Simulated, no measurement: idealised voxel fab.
Process module heading - voxel gate over fins
We display cut, a cross-section 255 nm in width whose square cells are each 5 nm.
Notation: cross-section as square-cell grid; stated in bands, top first, going down; one or more cell rows per band.
Quick guide to a band line: top height, bottom height (nm) up front; then every material left to right with its width in nm. Only one material and it's marked "everywhere"? Then it fills the band edge to edge. And "air" just means empty space.
Convention: height 0 is the level below which the wafer, as received, is all one material. The lowest band does not terminate at the bottom but continues downward, represented as "top 0, no bottom".
The notation "30->40" denotes a width that varies across the rows of cells in the band, beginning at the first number in the top row, finishing at the second number in the bottom row, and changing by an identical amount from each row to the next.
Reading "nothing was modified" for a step: not a cell of the cross-section changed in it.
Closed empty spaces (no open way to the top) of 8 cells or more are what "Encapsulated voids" lists, each as width x height at distance from the left edge, nm for all three.
If you see something after the settings on a step's line, that's the simulator's own remark about that step.
overlay nm, on a step with a mask: how far to the right of its planned place the mask lay; to the left if negative

**Planned process steps**
1,RECEIVE: material Si
2,CONFORMAL_DEP: material SiN, thk nm 5
3,PATTERN: tone cover, mask id FINS, material resist, width nm 15, pitch nm 35, thk nm 20, overlay nm 0
4,DIRECTIONAL_ETCH: etch materials SiN, depth nm 5
5,DIRECTIONAL_ETCH: etch materials Si, depth nm 40
6,STRIP: etch materials resist
7,OXIDIZE: depth nm 5
8,FILL_DEP: material SiO2, thk nm 10
9,CMP: height nm 5
10,SELECTIVE_ETCH: etch materials SiO2, depth nm 15
11,STRIP: etch materials SiN
12,CONFORMAL_DEP: material HfO2, thk nm 5
13,CONFORMAL_DEP: material TiN, thk nm 5
14,CONFORMAL_DEP: material TiAl, thk nm 5
15,CONFORMAL_DEP: material TiN, thk nm 5
16,FILL_DEP: material W, thk nm 15
17,CMP: height nm 30
18,CONFORMAL_DEP: material SiCN, thk nm 10

**Wafer as received: cross-section following step 1**
    top 0, no bottom | Si everywhere
    Encapsulated voids: none

**Same starting wafer, same plan as above, one mistake in the execution; this is the cross-section at the end of the module**
    top 40, bottom 30 | SiCN everywhere
    top 30, bottom 20 | W everywhere
    top 20, bottom 15 | W=40 | TiN=150 | W=65
    top 15, bottom 10 | W=40 | TiN=5 | TiAl=140 | TiN=5 | W=65
    top 10, bottom 5 | TiN=45 | TiAl=5 | TiN=25 | TiAl=10 | TiN=25 | TiAl=10 | TiN=25 | TiAl=10 | TiN=25 | TiAl=5 | TiN=70
    top 5, bottom 0 | TiAl=50 | TiN=5 | HfO2=15 | TiN=5 | TiAl=10 | TiN=5 | HfO2=15 | TiN=5 | TiAl=10 | TiN=5 | HfO2=15 | TiN=5 | TiAl=10 | TiN=5 | HfO2=15 | TiN=5 | TiAl=75
    top 0, bottom -5 | TiN=55 | HfO2=5 | Si=5 | HfO2=5 | TiN=20 | HfO2=5 | Si=5 | HfO2=5 | TiN=20 | HfO2=5 | Si=5 | HfO2=5 | TiN=20 | HfO2=5 | Si=5 | HfO2=5 | TiN=80
    top -5, bottom -10 | HfO2=60 | Si=5 | HfO2=30 | Si=5 | HfO2=30 | Si=5 | HfO2=30 | Si=5 | HfO2=85
    top -10, bottom -45 | SiO2=60 | Si=5 | SiO2=30 | Si=5 | SiO2=30 | Si=5 | SiO2=30 | Si=5 | SiO2=85
    top -45, no bottom | Si everywhere
    Encapsulated voids: none
Which mistake was made when the wafer was run? so step 3 ended up running with a different setting than we planned, it ran as PATTERN: tone cover, mask id FINS, material resist, width nm 15, pitch nm 35, thk nm 20, overlay nm -10
